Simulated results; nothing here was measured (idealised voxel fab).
Name of the process module below: voxel capacitor over wiring
It is cross-section cut that appears here, measuring 200 nm in width, its square cells being 5 nm in size.
Heads up, the way a cross-section reads in here is a grid of square cells, handed over as bands from the top down, with every band being one or more rows of cells. Basically the band line says how high the top is and how high the bottom is, in nm, and then what's in it from left to right, every material with its width in nm. Empty space shows up as "air", and if a single material carries "everywhere" it runs the full band edge to edge. The level at which height equals 0 is the one under which the wafer, as it arrives, is entirely one material. No lower edge exists for the bottom band, which continues downward and is notated as in "0 down". Per-row width for "30 to 40": begins at first number (top row of band), ends at second number (bottom row), increment between rows held constant. It should be understood that the words "everything unchanged", when stated for a given step, signify that the cross-section underwent no change in any of its cells during that step. This entry, "Catalogued sealed voids", enumerates those empty regions of no fewer than 8 cells that possess no open connection to the top. Each region is reported in the form width x height at distance, the distance being taken from the left edge, with all three quantities expressed in nm. Text after the settings on a step's line: the simulator's own remark on that step. Each step line may optionally specify "overlay nm", which for a step with a mask gives the rightward distance between the mask's planned place and where it lay, a negative value indicating the leftward direction. Everything after this point is organized in pairs: a cross-section before one process step, a cross-section after it that shows only as deep as the lowest changed band, and, under the pair, the intervening step with its settings. Because different runs of this module on the same starting wafer can supply different pairs, a pair continues from the pair above it only if its entry headed "Before-step section" says so.

Before-step section:
	90 to 80: 50 TiN  15 air  135 TiN
	80 to 75: 50 SiN  15 air  135 SiN
	75 to 70: 50 TiN  15 air  135 TiN
	70 to 65: TiN everywhere
	65 to 60: 50 lowk  15 TiN  135 lowk
	60 to 55: 50 lowk  15 SiN  135 lowk
	55 to 50: 50 lowk  15 TiN  135 lowk
	50 to 45: 50 SiCN  15 TiN  135 SiCN
	45 to 40: SiO2 everywhere
	40 to 20: 45 SiO2  20 Ru  70 SiO2  20 Ru  45 SiO2
	20 to 15: 45 SiO2  20 TiN  70 SiO2  20 TiN  45 SiO2
	15 to 0: SiO2 everywhere
	0 down: Si everywhere
	Catalogued sealed voids: none

Cross-Section Thereafter:
	105 to 90: 50 aC  15 air  135 aC
	90 to 85: 50 TiN  15 air  135 TiN
	85 to 80: 50 TiN  15 aC  135 TiN
	80 to 75: 50 SiN  15 aC  135 SiN
	75 to 70: 50 TiN  15 aC  135 TiN
	Rest of section, below 70: as before.
	Catalogued sealed voids: none
Step that separates the before view from the after view above: DIRECTIONAL_DEP, material aC, thk nm 15

Before-step section: The pre-step condition corresponds to the post-step cross-section depicted in the pair directly above.

Cross-Section Thereafter:
	135 to 105: 50 air  75 resist  75 air
	105 to 90: 50 aC  15 resist  135 aC
	90 to 85: 50 TiN  15 resist  135 TiN
	Rest of section, below 85: as before.
	Catalogued sealed voids: none
Step that separates the before view from the after view above: PATTERN, tone cover, mask id UPPER_PLATE, material resist, width nm 75, thk nm 30, overlay nm 0

Before-step section: The pre-step condition corresponds to the post-step cross-section depicted in the pair directly above.

Cross-Section Thereafter:
	120 to 105: 50 air  75 resist  75 air
	105 to 90: 50 air  15 resist  60 aC  75 air
	Rest of section, below 90: as before.
	Catalogued sealed voids: none
Step that separates the before view from the after view above: DIRECTIONAL_ETCH, etch materials aC, depth nm 15

Before-step section: The pre-step condition corresponds to the post-step cross-section depicted in the pair directly above.

Cross-Section Thereafter:
	105 to 90: 65 air  60 aC  75 air
	90 to 85: 50 TiN  15 air  135 TiN
	Rest of section, below 85: as before.
	Catalogued sealed voids: none
Step that separates the before view from the after view above: STRIP, etch materials resist

Before-step section: The pre-step condition corresponds to the post-step cross-section depicted in the pair directly above.

Cross-Section Thereafter:
	105 to 90: 65 air  60 aC  75 air
	90 to 85: 65 air  60 TiN  75 air
	85 to 80: 50 air  15 aC  60 TiN  75 air
	Rest of section, below 80: as before.
	Catalogued sealed voids: none
Step that separates the before view from the after view above: DIRECTIONAL_ETCH, etch materials TiN, depth nm 10

Before-step section: The pre-step condition corresponds to the post-step cross-section depicted in the pair directly above.

Cross-Section Thereafter:
	105 to 90: 65 air  60 aC  75 air
	90 to 85: 65 air  60 TiN  75 air
	85 to 80: 50 air  15 aC  60 TiN  75 air
	80 to 75: 50 air  15 aC  60 SiN  75 air
	Rest of section, below 75: as before.
	Catalogued sealed voids: none
Step that separates the before view from the after view above: DIRECTIONAL_ETCH, etch materials SiN, depth nm 5

Before-step section: The pre-step condition corresponds to the post-step cross-section depicted in the pair directly above.

Cross-Section Thereafter:
	90 to 80: 65 air  60 TiN  75 air
	80 to 75: 65 air  60 SiN  75 air
	75 to 70: 50 TiN  15 air  135 TiN
	Rest of section, below 70: as before.
	Catalogued sealed voids: none
Step that separates the before view from the after view above: STRIP, etch materials aC

Before-step section: The pre-step condition corresponds to the post-step cross-section depicted in the pair directly above.

Cross-Section Thereafter:
	90 to 80: 65 air  60 TiN  75 air
	80 to 75: 65 air  60 SiN  75 air
	75 to 70: 45 air  5 TiN  15 air  65 TiN  70 air
	70 to 65: 45 air  85 TiN  70 air
	Rest of section, below 65: as before.
	Catalogued sealed voids: none
Step that separates the before view from the after view above: MASKED_ETCH, tone cover, mask id LOWER_PLATE, width nm 85, etch materials TiN, depth nm 10, overlay nm 0

Before-step section: The pre-step condition corresponds to the post-step cross-section depicted in the pair directly above.

Cross-Section Thereafter:
	110 to 90: SiO2 everywhere
	90 to 80: 65 SiO2  60 TiN  75 SiO2
	80 to 75: 65 SiO2  60 SiN  75 SiO2
	75 to 70: 45 SiO2  5 TiN  15 SiO2  65 TiN  70 SiO2
	70 to 65: 45 SiO2  85 TiN  70 SiO2
	Rest of section, below 65: as before.
	Catalogued sealed voids: none
Step that separates the before view from the after view above: FILL_DEP, material SiO2, thk nm 20

Before-step section: The pre-step condition corresponds to the post-step cross-section depicted in the pair directly above.

Cross-Section Thereafter:
	100 to 90: SiO2 everywhere
	Rest of section, below 90: as before.
	Catalogued sealed voids: none
Step that separates the before view from the after view above: CMP, height nm 100

Before-step section: The pre-step condition corresponds to the post-step cross-section depicted in the pair directly above.

Cross-Section Thereafter:
	115 to 100: 60 resist  15 air  125 resist
	Rest of section, below 100: as before.
	Catalogued sealed voids: none
Step that separates the before view from the after view above: PATTERN, tone open, mask id PLUG_2, material resist, width nm 15, thk nm 15, overlay nm 0

Before-step section: The pre-step condition corresponds to the post-step cross-section depicted in the pair directly above.

Cross-Section Thereafter:
	115 to 100: 60 resist  15 air  125 resist
	100 to 90: 60 SiO2  15 air  125 SiO2
	90 to 85: 60 SiO2  5 air  60 TiN  75 SiO2
	Rest of section, below 85: as before.
	Catalogued sealed voids: none
Step that separates the before view from the after view above: DIRECTIONAL_ETCH, etch materials SiO2, depth nm 15

Before-step section: The pre-step condition corresponds to the post-step cross-section depicted in the pair directly above.

Cross-Section Thereafter:
	100 to 90: 60 SiO2  15 air  125 SiO2
	Rest of section, below 90: as before.
	Catalogued sealed voids: none
Step that separates the before view from the after view above: STRIP, etch materials resist

Before-step section: The pre-step condition corresponds to the post-step cross-section depicted in the pair directly above.

Cross-Section Thereafter:
	105 to 100: 65 TiN  5 air  130 TiN
	100 to 95: 60 SiO2  5 TiN  5 air  5 TiN  125 SiO2
	95 to 85: 60 SiO2  15 to 65 TiN  125 to 75 SiO2
	Rest of section, below 85: as before.
	Catalogued sealed voids: none
Step that separates the before view from the after view above: CONFORMAL_DEP, material TiN, thk nm 5

Before-step section: The pre-step condition corresponds to the post-step cross-section depicted in the pair directly above.

Cross-Section Thereafter:
	115 to 105: W everywhere
	105 to 100: 65 TiN  5 W  130 TiN
	100 to 95: 60 SiO2  5 TiN  5 W  5 TiN  125 SiO2
	Rest of section, below 95: as before.
	Catalogued sealed voids: none
Step that separates the before view from the after view above: FILL_DEP, material W, thk nm 10

Before-step section: The pre-step condition corresponds to the post-step cross-section depicted in the pair directly above.

Cross-Section Thereafter:
	100 to 95: 60 SiO2  5 TiN  5 W  5 TiN  125 SiO2
	Rest of section, below 95: as before.
	Catalogued sealed voids: none
Step that separates the before view from the after view above: CMP, height nm 100

Before-step section: The pre-step condition corresponds to the post-step cross-section depicted in the pair directly above.

Cross-Section Thereafter:
	105 to 100: SiCN everywhere
	Rest of section, below 100: as before.
	Catalogued sealed voids: none
Step that separates the before view from the after view above: CONFORMAL_DEP, material SiCN, thk nm 5

Before-step section:
	40 to 20: Ru everywhere
	20 to 15: TiN everywhere
	15 to 0: SiO2 everywhere
	0 down: Si everywhere
	Catalogued sealed voids: none

Cross-Section Thereafter:
	40 to 20: 40 air  30 Ru  60 air  30 Ru  40 air
	Rest of section, below 20: as before.
	Catalogued sealed voids: none
Step that separates the before view from the after view above: MASKED_ETCH, tone cover, mask id METAL_1, width nm 30, pitch nm 90, etch materials Ru, depth nm 20, overlay nm 0

Before-step section: The pre-step condition corresponds to the post-step cross-section depicted in the pair directly above.

Cross-Section Thereafter:
	40 to 20: 40 air  30 Ru  60 air  30 Ru  40 air
	20 to 15: 40 air  30 TiN  60 air  30 TiN  40 air
	Rest of section, below 15: as before.
	Catalogued sealed voids: none
Step that separates the before view from the after view above: MASKED_ETCH, tone cover, mask id METAL_1, width nm 20, pitch nm 90, etch materials TiN, depth nm 5, overlay nm 0

Before-step section: The pre-step condition corresponds to the post-step cross-section depicted in the pair directly above.

Cross-Section Thereafter:
	50 to 40: SiO2 everywhere
	40 to 20: 40 SiO2  30 Ru  60 SiO2  30 Ru  40 SiO2
	20 to 15: 40 SiO2  30 TiN  60 SiO2  30 TiN  40 SiO2
	Rest of section, below 15: as before.
	Catalogued sealed voids: none
Step that separates the before view from the after view above: FILL_DEP, material SiO2, thk nm 10

Before-step section: The pre-step condition corresponds to the post-step cross-section depicted in the pair directly above.

Cross-Section Thereafter:
	40 to 20: 40 SiO2  30 Ru  60 SiO2  30 Ru  40 SiO2
	Rest of section, below 20: as before.
	Catalogued sealed voids: none
Step that separates the before view from the after view above: CMP, height nm 40

Before-step section: The pre-step condition corresponds to the post-step cross-section depicted in the pair directly above.

Cross-Section Thereafter:
	45 to 40: SiCN everywhere
	Rest of section, below 40: as before.
	Catalogued sealed voids: none
Step that separates the before view from the after view above: CONFORMAL_DEP, material SiCN, thk nm 5

Before-step section: The pre-step condition corresponds to the post-step cross-section depicted in the pair directly above.

Cross-Section Thereafter:
	60 to 45: lowk everywhere
	Rest of section, below 45: as before.
	Catalogued sealed voids: none
Step that separates the before view from the after view above: DIRECTIONAL_DEP, material lowk, thk nm 15

Before-step section: The pre-step condition corresponds to the post-step cross-section depicted in the pair directly above.

Cross-Section Thereafter:
	60 to 45: 50 lowk  15 air  135 lowk
	Rest of section, below 45: as before.
	Catalogued sealed voids: none
Step that separates the before view from the after view above: MASKED_ETCH, tone open, mask id PLUG_1, width nm 15, etch materials lowk, depth nm 15, overlay nm 0

Before-step section: The pre-step condition corresponds to the post-step cross-section depicted in the pair directly above.

Cross-Section Thereafter:
	60 to 45: 50 lowk  15 air  135 lowk
	45 to 40: 50 SiCN  15 air  135 SiCN
	Rest of section, below 40: as before.
	Catalogued sealed voids: none
Step that separates the before view from the after view above: MASKED_ETCH, tone open, mask id PLUG_1, width nm 15, etch materials SiCN, depth nm 5, overlay nm 0

Before-step section: The pre-step condition corresponds to the post-step cross-section depicted in the pair directly above.

Cross-Section Thereafter:
	60 to 50: 50 lowk  15 air  135 lowk
	50 to 45: 50 lowk  15 Ru  135 lowk
	45 to 40: 50 SiCN  15 Ru  135 SiCN
	Rest of section, below 40: as before.
	Catalogued sealed voids: none
Step that separates the before view from the after view above: EPI, material Ru, thk nm 10

Before-step section: The pre-step condition corresponds to the post-step cross-section depicted in the pair directly above.

Cross-Section Thereafter:
	60 to 45: 50 lowk  15 Ru  135 lowk
	Rest of section, below 45: as before.
	Catalogued sealed voids: none
Step that separates the before view from the after view above: EPI, material Ru, thk nm 10

Before-step section: The pre-step condition corresponds to the post-step cross-section depicted in the pair directly above.

Cross-Section Thereafter:
	70 to 60: TiN everywhere
	Rest of section, below 60: as before.
	Catalogued sealed voids: none
Step that separates the before view from the after view above: DIRECTIONAL_DEP, material TiN, thk nm 10

Before-step section: The pre-step condition corresponds to the post-step cross-section depicted in the pair directly above.

Cross-Section Thereafter:
	75 to 70: SiN everywhere
	Rest of section, below 70: as before.
	Catalogued sealed voids: none
Step that separates the before view from the after view above: DIRECTIONAL_DEP, material SiN, thk nm 5

Before-step section: The pre-step condition corresponds to the post-step cross-section depicted in the pair directly above.

Cross-Section Thereafter:
	85 to 75: TiN everywhere
	Rest of section, below 75: as before.
	Catalogued sealed voids: none
Step that separates the before view from the after view above: DIRECTIONAL_DEP, material TiN, thk nm 10

Before-step section: The pre-step condition corresponds to the post-step cross-section depicted in the pair directly above.

Cross-Section Thereafter:
	100 to 85: aC everywhere
	Rest of section, below 85: as before.
	Catalogued sealed voids: none
Step that separates the before view from the after view above: DIRECTIONAL_DEP, material aC, thk nm 15

Before-step section: The pre-step condition corresponds to the post-step cross-section depicted in the pair directly above.

Cross-Section Thereafter:
	130 to 100: 50 air  75 resist  75 air
	Rest of section, below 100: as before.
	Catalogued sealed voids: none
Step that separates the before view from the after view above: PATTERN, tone cover, mask id UPPER_PLATE, material resist, width nm 75, thk nm 30, overlay nm 0

Before-step section: The pre-step condition corresponds to the post-step cross-section depicted in the pair directly above.

Cross-Section Thereafter:
	115 to 100: 50 air  75 resist  75 air
	100 to 85: 50 air  75 aC  75 air
	Rest of section, below 85: as before.
	Catalogued sealed voids: none
Step that separates the before view from the after view above: DIRECTIONAL_ETCH, etch materials aC, depth nm 15

Before-step section: The pre-step condition corresponds to the post-step cross-section depicted in the pair directly above.

Cross-Section Thereafter:
	100 to 85: 50 air  75 aC  75 air
	Rest of section, below 85: as before.
	Catalogued sealed voids: none
Step that separates the before view from the after view above: STRIP, etch materials resist

Before-step section: The pre-step condition corresponds to the post-step cross-section depicted in the pair directly above.

Cross-Section Thereafter:
	100 to 85: 50 air  75 aC  75 air
	85 to 75: 50 air  75 TiN  75 air
	Rest of section, below 75: as before.
	Catalogued sealed voids: none
Step that separates the before view from the after view above: DIRECTIONAL_ETCH, etch materials TiN, depth nm 10

Before-step section: The pre-step condition corresponds to the post-step cross-section depicted in the pair directly above.

Cross-Section Thereafter:
	100 to 85: 50 air  75 aC  75 air
	85 to 75: 50 air  75 TiN  75 air
	75 to 70: 50 air  75 SiN  75 air
	Rest of section, below 70: as before.
	Catalogued sealed voids: none
Step that separates the before view from the after view above: DIRECTIONAL_ETCH, etch materials SiN, depth nm 5

Before-step section: The pre-step condition corresponds to the post-step cross-section depicted in the pair directly above.

Cross-Section Thereafter:
	85 to 75: 50 air  75 TiN  75 air
	Rest of section, below 75: as before.
	Catalogued sealed voids: none
Step that separates the before view from the after view above: STRIP, etch materials aC

Before-step section: The pre-step condition corresponds to the post-step cross-section depicted in the pair directly above.

Cross-Section Thereafter:
	85 to 75: 50 air  75 TiN  75 air
	75 to 70: 50 air  75 SiN  75 air
	70 to 60: 45 air  85 TiN  70 air
	Rest of section, below 60: as before.
	Catalogued sealed voids: none
Step that separates the before view from the after view above: MASKED_ETCH, tone cover, mask id LOWER_PLATE, width nm 85, etch materials TiN, depth nm 10, overlay nm 0

Before-step section: The pre-step condition corresponds to the post-step cross-section depicted in the pair directly above.

Cross-Section Thereafter:
	105 to 85: SiO2 everywhere
	85 to 75: 50 SiO2  75 TiN  75 SiO2
	75 to 70: 50 SiO2  75 SiN  75 SiO2
	70 to 60: 45 SiO2  85 TiN  70 SiO2
	Rest of section, below 60: as before.
	Catalogued sealed voids: none
Step that separates the before view from the after view above: FILL_DEP, material SiO2, thk nm 20

Before-step section: The pre-step condition corresponds to the post-step cross-section depicted in the pair directly above.

Cross-Section Thereafter:
	100 to 85: SiO2 everywhere
	Rest of section, below 85: as before.
	Catalogued sealed voids: none
Step that separates the before view from the after view above: CMP, height nm 100

Before-step section: The pre-step condition corresponds to the post-step cross-section depicted in the pair directly above.

Cross-Section Thereafter:
	115 to 100: 60 resist  15 air  125 resist
	Rest of section, below 100: as before.
	Catalogued sealed voids: none
Step that separates the before view from the after view above: PATTERN, tone open, mask id PLUG_2, material resist, width nm 15, thk nm 15, overlay nm 0

Before-step section: The pre-step condition corresponds to the post-step cross-section depicted in the pair directly above.

Cross-Section Thereafter:
	115 to 100: 60 resist  15 air  125 resist
	100 to 85: 60 SiO2  15 air  125 SiO2
	Rest of section, below 85: as before.
	Catalogued sealed voids: none
Step that separates the before view from the after view above: DIRECTIONAL_ETCH, etch materials SiO2, depth nm 15

Before-step section: The pre-step condition corresponds to the post-step cross-section depicted in the pair directly above.

Cross-Section Thereafter:
	100 to 85: 60 SiO2  15 air  125 SiO2
	Rest of section, below 85: as before.
	Catalogued sealed voids: none
Step that separates the before view from the after view above: STRIP, etch materials resist

Before-step section: The pre-step condition corresponds to the post-step cross-section depicted in the pair directly above.

Cross-Section Thereafter:
	105 to 100: 65 TiN  5 air  130 TiN
	100 to 90: 60 SiO2  5 TiN  5 air  5 TiN  125 SiO2
	90 to 85: 60 SiO2  15 TiN  125 SiO2
	Rest of section, below 85: as before.
	Catalogued sealed voids: none
Step that separates the before view from the after view above: CONFORMAL_DEP, material TiN, thk nm 5

Before-step section: The pre-step condition corresponds to the post-step cross-section depicted in the pair directly above.

Cross-Section Thereafter:
	115 to 105: W everywhere
	105 to 100: 65 TiN  5 W  130 TiN
	100 to 90: 60 SiO2  5 TiN  5 W  5 TiN  125 SiO2
	Rest of section, below 90: as before.
	Catalogued sealed voids: none
Step that separates the before view from the after view above: FILL_DEP, material W, thk nm 10

Before-step section: The pre-step condition corresponds to the post-step cross-section depicted in the pair directly above.

Cross-Section Thereafter:
	100 to 90: 60 SiO2  5 TiN  5 W  5 TiN  125 SiO2
	Rest of section, below 90: as before.
	Catalogued sealed voids: none
Step that separates the before view from the after view above: CMP, height nm 100

Before-step section: The pre-step condition corresponds to the post-step cross-section depicted in the pair directly above.

Cross-Section Thereafter:
	105 to 100: SiCN everywhere
	Rest of section, below 100: as before.
	Catalogued sealed voids: none
Step that separates the before view from the after view above: CONFORMAL_DEP, material SiCN, thk nm 5

Before-step section:
	40 to 20: Ru everywhere
	20 to 15: TiN everywhere
	15 to 0: SiO2 everywhere
	0 down: Si everywhere
	Catalogued sealed voids: none

Cross-Section Thereafter:
	40 to 20: 40 air  20 Ru  70 air  20 Ru  50 air
	Rest of section, below 20: as before.
	Catalogued sealed voids: none
Step that separates the before view from the after view above: MASKED_ETCH, tone cover, mask id METAL_1, width nm 20, pitch nm 90, etch materials Ru, depth nm 20, overlay nm -5

Before-step section: The pre-step condition corresponds to the post-step cross-section depicted in the pair directly above.

Cross-Section Thereafter:
	40 to 20: 40 air  20 Ru  70 air  20 Ru  50 air
	20 to 15: 40 air  25 TiN  65 air  25 TiN  45 air
	Rest of section, below 15: as before.
	Catalogued sealed voids: none
Step that separates the before view from the after view above: MASKED_ETCH, tone cover, mask id METAL_1, width nm 20, pitch nm 90, etch materials TiN, depth nm 5, overlay nm 0

Before-step section: The pre-step condition corresponds to the post-step cross-section depicted in the pair directly above.

Cross-Section Thereafter:
	50 to 40: SiO2 everywhere
	40 to 20: 40 SiO2  20 Ru  70 SiO2  20 Ru  50 SiO2
	20 to 15: 40 SiO2  25 TiN  65 SiO2  25 TiN  45 SiO2
	Rest of section, below 15: as before.
	Catalogued sealed voids: none
Step that separates the before view from the after view above: FILL_DEP, material SiO2, thk nm 10

Before-step section: The pre-step condition corresponds to the post-step cross-section depicted in the pair directly above.

Cross-Section Thereafter:
	40 to 20: 40 SiO2  20 Ru  70 SiO2  20 Ru  50 SiO2
	Rest of section, below 20: as before.
	Catalogued sealed voids: none
Step that separates the before view from the after view above: CMP, height nm 40

Before-step section: The pre-step condition corresponds to the post-step cross-section depicted in the pair directly above.

Cross-Section Thereafter:
	45 to 40: SiCN everywhere
	Rest of section, below 40: as before.
	Catalogued sealed voids: none
Step that separates the before view from the after view above: CONFORMAL_DEP, material SiCN, thk nm 5

Before-step section: The pre-step condition corresponds to the post-step cross-section depicted in the pair directly above.

Cross-Section Thereafter:
	60 to 45: lowk everywhere
	Rest of section, below 45: as before.
	Catalogued sealed voids: none
Step that separates the before view from the after view above: DIRECTIONAL_DEP, material lowk, thk nm 15

Before-step section: The pre-step condition corresponds to the post-step cross-section depicted in the pair directly above.

Cross-Section Thereafter:
	60 to 45: 50 lowk  15 air  135 lowk
	Rest of section, below 45: as before.
	Catalogued sealed voids: none
Step that separates the before view from the after view above: MASKED_ETCH, tone open, mask id PLUG_1, width nm 15, etch materials lowk, depth nm 15, overlay nm 0

Before-step section: The pre-step condition corresponds to the post-step cross-section depicted in the pair directly above.

Cross-Section Thereafter:
	60 to 45: 50 lowk  15 air  135 lowk
	45 to 40: 50 SiCN  15 air  135 SiCN
	Rest of section, below 40: as before.
	Catalogued sealed voids: none
Step that separates the before view from the after view above: MASKED_ETCH, tone open, mask id PLUG_1, width nm 15, etch materials SiCN, depth nm 5, overlay nm 0

Before-step section: The pre-step condition corresponds to the post-step cross-section depicted in the pair directly above.

Cross-Section Thereafter:
	60 to 50: 50 lowk  15 air  135 lowk
	50 to 45: 50 lowk  15 Ru  135 lowk
	45 to 40: 50 SiCN  15 Ru  135 SiCN
	Rest of section, below 40: as before.
	Catalogued sealed voids: none
Step that separates the before view from the after view above: EPI, material Ru, thk nm 10

Before-step section: The pre-step condition corresponds to the post-step cross-section depicted in the pair directly above.

Cross-Section Thereafter:
	60 to 45: 50 lowk  15 Ru  135 lowk
	Rest of section, below 45: as before.
	Catalogued sealed voids: none
Step that separates the before view from the after view above: EPI, material Ru, thk nm 10

Before-step section: The pre-step condition corresponds to the post-step cross-section depicted in the pair directly above.

Cross-Section Thereafter:
	70 to 60: TiN everywhere
	Rest of section, below 60: as before.
	Catalogued sealed voids: none
Step that separates the before view from the after view above: DIRECTIONAL_DEP, material TiN, thk nm 10

Before-step section: The pre-step condition corresponds to the post-step cross-section depicted in the pair directly above.

Cross-Section Thereafter:
	75 to 70: SiN everywhere
	Rest of section, below 70: as before.
	Catalogued sealed voids: none
Step that separates the before view from the after view above: DIRECTIONAL_DEP, material SiN, thk nm 5

Before-step section: The pre-step condition corresponds to the post-step cross-section depicted in the pair directly above.

Cross-Section Thereafter:
	85 to 75: TiN everywhere
	Rest of section, below 75: as before.
	Catalogued sealed voids: none
Step that separates the before view from the after view above: DIRECTIONAL_DEP, material TiN, thk nm 10

Before-step section: The pre-step condition corresponds to the post-step cross-section depicted in the pair directly above.

Cross-Section Thereafter:
	100 to 85: aC everywhere
	Rest of section, below 85: as before.
	Catalogued sealed voids: none
Step that separates the before view from the after view above: DIRECTIONAL_DEP, material aC, thk nm 15

Before-step section: The pre-step condition corresponds to the post-step cross-section depicted in the pair directly above.

Cross-Section Thereafter:
	130 to 100: 50 air  75 resist  75 air
	Rest of section, below 100: as before.
	Catalogued sealed voids: none
Step that separates the before view from the after view above: PATTERN, tone cover, mask id UPPER_PLATE, material resist, width nm 75, thk nm 30, overlay nm 0

Before-step section: The pre-step condition corresponds to the post-step cross-section depicted in the pair directly above.

Cross-Section Thereafter:
	115 to 100: 50 air  75 resist  75 air
	100 to 85: 50 air  75 aC  75 air
	Rest of section, below 85: as before.
	Catalogued sealed voids: none
Step that separates the before view from the after view above: DIRECTIONAL_ETCH, etch materials aC, depth nm 15

Before-step section: The pre-step condition corresponds to the post-step cross-section depicted in the pair directly above.

Cross-Section Thereafter:
	100 to 85: 50 air  75 aC  75 air
	Rest of section, below 85: as before.
	Catalogued sealed voids: none
Step that separates the before view from the after view above: STRIP, etch materials resist

Before-step section: The pre-step condition corresponds to the post-step cross-section depicted in the pair directly above.

Cross-Section Thereafter:
	100 to 85: 50 air  75 aC  75 air
	85 to 75: 50 air  75 TiN  75 air
	Rest of section, below 75: as before.
	Catalogued sealed voids: none
Step that separates the before view from the after view above: DIRECTIONAL_ETCH, etch materials TiN, depth nm 10

Before-step section: The pre-step condition corresponds to the post-step cross-section depicted in the pair directly above.

Cross-Section Thereafter:
	100 to 85: 50 air  75 aC  75 air
	85 to 75: 50 air  75 TiN  75 air
	75 to 70: 50 air  75 SiN  75 air
	Rest of section, below 70: as before.
	Catalogued sealed voids: none
Step that separates the before view from the after view above: DIRECTIONAL_ETCH, etch materials SiN, depth nm 5

Before-step section: The pre-step condition corresponds to the post-step cross-section depicted in the pair directly above.

Cross-Section Thereafter:
	85 to 75: 50 air  75 TiN  75 air
	Rest of section, below 75: as before.
	Catalogued sealed voids: none
Step that separates the before view from the after view above: STRIP, etch materials aC

Before-step section: The pre-step condition corresponds to the post-step cross-section depicted in the pair directly above.

Cross-Section Thereafter:
	85 to 75: 50 air  75 TiN  75 air
	75 to 70: 50 air  75 SiN  75 air
	70 to 60: 45 air  85 TiN  70 air
	Rest of section, below 60: as before.
	Catalogued sealed voids: none
Step that separates the before view from the after view above: MASKED_ETCH, tone cover, mask id LOWER_PLATE, width nm 85, etch materials TiN, depth nm 10, overlay nm 0

Before-step section: The pre-step condition corresponds to the post-step cross-section depicted in the pair directly above.

Cross-Section Thereafter:
	105 to 85: SiO2 everywhere
	85 to 75: 50 SiO2  75 TiN  75 SiO2
	75 to 70: 50 SiO2  75 SiN  75 SiO2
	70 to 60: 45 SiO2  85 TiN  70 SiO2
	Rest of section, below 60: as before.
	Catalogued sealed voids: none
Step that separates the before view from the after view above: FILL_DEP, material SiO2, thk nm 20

Before-step section: The pre-step condition corresponds to the post-step cross-section depicted in the pair directly above.

Cross-Section Thereafter:
	100 to 85: SiO2 everywhere
	Rest of section, below 85: as before.
	Catalogued sealed voids: none
Step that separates the before view from the after view above: CMP, height nm 100

Before-step section: The pre-step condition corresponds to the post-step cross-section depicted in the pair directly above.

Cross-Section Thereafter:
	115 to 100: 60 resist  15 air  125 resist
	Rest of section, below 100: as before.
	Catalogued sealed voids: none
Step that separates the before view from the after view above: PATTERN, tone open, mask id PLUG_2, material resist, width nm 15, thk nm 15, overlay nm 0

Before-step section: The pre-step condition corresponds to the post-step cross-section depicted in the pair directly above.

Cross-Section Thereafter:
	115 to 100: 60 resist  15 air  125 resist
	100 to 85: 60 SiO2  15 air  125 SiO2
	Rest of section, below 85: as before.
	Catalogued sealed voids: none
Step that separates the before view from the after view above: DIRECTIONAL_ETCH, etch materials SiO2, depth nm 15

Before-step section: The pre-step condition corresponds to the post-step cross-section depicted in the pair directly above.

Cross-Section Thereafter:
	100 to 85: 60 SiO2  15 air  125 SiO2
	Rest of section, below 85: as before.
	Catalogued sealed voids: none
Step that separates the before view from the after view above: STRIP, etch materials resist

Before-step section: The pre-step condition corresponds to the post-step cross-section depicted in the pair directly above.

Cross-Section Thereafter:
	105 to 100: 65 TiN  5 air  130 TiN
	100 to 90: 60 SiO2  5 TiN  5 air  5 TiN  125 SiO2
	90 to 85: 60 SiO2  15 TiN  125 SiO2
	Rest of section, below 85: as before.
	Catalogued sealed voids: none
Step that separates the before view from the after view above: CONFORMAL_DEP, material TiN, thk nm 5

Before-step section: The pre-step condition corresponds to the post-step cross-section depicted in the pair directly above.

Cross-Section Thereafter:
	115 to 105: W everywhere
	105 to 100: 65 TiN  5 W  130 TiN
	100 to 90: 60 SiO2  5 TiN  5 W  5 TiN  125 SiO2
	Rest of section, below 90: as before.
	Catalogued sealed voids: none
Step that separates the before view from the after view above: FILL_DEP, material W, thk nm 10

Before-step section: The pre-step condition corresponds to the post-step cross-section depicted in the pair directly above.

Cross-Section Thereafter:
	100 to 90: 60 SiO2  5 TiN  5 W  5 TiN  125 SiO2
	Rest of section, below 90: as before.
	Catalogued sealed voids: none
Step that separates the before view from the after view above: CMP, height nm 100

Before-step section: The pre-step condition corresponds to the post-step cross-section depicted in the pair directly above.

Cross-Section Thereafter:
	105 to 100: SiCN everywhere
	Rest of section, below 100: as before.
	Catalogued sealed voids: none
Step that separates the before view from the after view above: CONFORMAL_DEP, material SiCN, thk nm 5

Before-step section:
	60 to 45: 50 lowk  15 Ru  135 lowk
	45 to 40: 50 SiCN  15 Ru  135 SiCN
	40 to 20: 45 SiO2  20 Ru  70 SiO2  20 Ru  45 SiO2
	20 to 15: 45 SiO2  20 TiN  70 SiO2  20 TiN  45 SiO2
	15 to 0: SiO2 everywhere
	0 down: Si everywhere
	Catalogued sealed voids: none

Cross-Section Thereafter:
	70 to 60: Ru everywhere
	Rest of section, below 60: as before.
	Catalogued sealed voids: none
Step that separates the before view from the after view above: DIRECTIONAL_DEP, material Ru, thk nm 10

Before-step section: The pre-step condition corresponds to the post-step cross-section depicted in the pair directly above.

Cross-Section Thereafter:
	75 to 70: SiN everywhere
	Rest of section, below 70: as before.
	Catalogued sealed voids: none
Step that separates the before view from the after view above: DIRECTIONAL_DEP, material SiN, thk nm 5

Before-step section: The pre-step condition corresponds to the post-step cross-section depicted in the pair directly above.

Cross-Section Thereafter:
	85 to 75: TiN everywhere
	Rest of section, below 75: as before.
	Catalogued sealed voids: none
Step that separates the before view from the after view above: DIRECTIONAL_DEP, material TiN, thk nm 10

Before-step section: The pre-step condition corresponds to the post-step cross-section depicted in the pair directly above.

Cross-Section Thereafter:
	100 to 85: aC everywhere
	Rest of section, below 85: as before.
	Catalogued sealed voids: none
Step that separates the before view from the after view above: DIRECTIONAL_DEP, material aC, thk nm 15

Before-step section: The pre-step condition corresponds to the post-step cross-section depicted in the pair directly above.

Cross-Section Thereafter:
	130 to 100: 50 air  75 resist  75 air
	Rest of section, below 100: as before.
	Catalogued sealed voids: none
Step that separates the before view from the after view above: PATTERN, tone cover, mask id UPPER_PLATE, material resist, width nm 75, thk nm 30, overlay nm 0

Before-step section: The pre-step condition corresponds to the post-step cross-section depicted in the pair directly above.

Cross-Section Thereafter:
	115 to 100: 50 air  75 resist  75 air
	100 to 85: 50 air  75 aC  75 air
	Rest of section, below 85: as before.
	Catalogued sealed voids: none
Step that separates the before view from the after view above: DIRECTIONAL_ETCH, etch materials aC, depth nm 15

Before-step section: The pre-step condition corresponds to the post-step cross-section depicted in the pair directly above.

Cross-Section Thereafter:
	100 to 85: 50 air  75 aC  75 air
	Rest of section, below 85: as before.
	Catalogued sealed voids: none
Step that separates the before view from the after view above: STRIP, etch materials resist
